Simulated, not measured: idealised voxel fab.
Process module, titled voxel released beams
Shown is cross-section cut, with a width of 160 nm and square cells of size 5 nm.
This document writes a cross-section as a grid whose cells are square, and gives it as bands, listed from the top down; one or more rows of cells form a band. Quick guide to a band line: top height, bottom height (nm) up front; then every material left to right with its width in nm. Only one material and it's marked "everywhere"? Then it fills the band edge to edge. And "air" just means empty space. Height reference: 0 = level under which incoming wafer is all one material. Lowest band: no bottom, runs on downward, e.g. "0 nm and below". The width entry "30 to 40" should be interpreted row by row: the top row of cells in the band takes the first number, the bottom row takes the second number, and the change between adjacent rows is uniform throughout. Step note "no change occurred" = no cross-section cell changed. Voids not open to the top, 8 cells minimum: see "Enclosed empty spaces". Written width x height at distance; distance is from the left edge; nm. On each step's line, the part that comes after the settings is the simulator's own comment on the step. "overlay nm" denotes, for a step that has a mask, the displacement of the mask to the right of its planned place, with negative values corresponding to the left.
Planned process steps:
1,op RECEIVE | material Si
2,op CONFORMAL_DEP | material Al2O3 | thk nm 5
3,op DIRECTIONAL_DEP | material SiO2 | thk nm 10
4,op DIRECTIONAL_DEP | material aC | thk nm 15
5,op PATTERN | tone open | mask id ANCHOR | material resist | width nm 25 | thk nm 30 | overlay nm 0
6,op DIRECTIONAL_ETCH | etch materials aC | depth nm 15
7,op STRIP | etch materials resist
8,op DIRECTIONAL_ETCH | etch materials SiO2 | depth nm 10
9,op STRIP | etch materials aC
10,op CONFORMAL_DEP | material polySi | thk nm 10
11,op DIRECTIONAL_DEP | material aC | thk nm 10
12,op PATTERN | tone cover | mask id BEAM | material resist | width nm 85 | thk nm 25 | overlay nm 0
13,op DIRECTIONAL_ETCH | etch materials aC | depth nm 10
14,op STRIP | etch materials resist
15,op DIRECTIONAL_ETCH | etch materials polySi | depth nm 10
16,op STRIP | etch materials aC
17,op STRIP | etch materials SiO2
The value of thk nm given for step 2 in the plan refers to the first wafer; the wafers vary in this setting and are alike at the start.
Received condition of the first of several wafers, sectioned: post-step 1:
	0 nm and below = Si everywhere
	Enclosed empty spaces: none
Heads up, this table goes wafer by wafer. A row tells you, at the end of the module, how many cells of each material that wafer has put on (+) or dropped (-) since it was received, and then its closed voids:
thk nm 5, +32 Al2O3, +42 polySi, Enclosed empty spaces: none
thk nm 10, +64 Al2O3, +42 polySi, Enclosed empty spaces: none
thk nm 15, +96 Al2O3, +42 polySi, Enclosed empty spaces: none
thk nm 20, +128 Al2O3, +42 polySi, Enclosed empty spaces: none
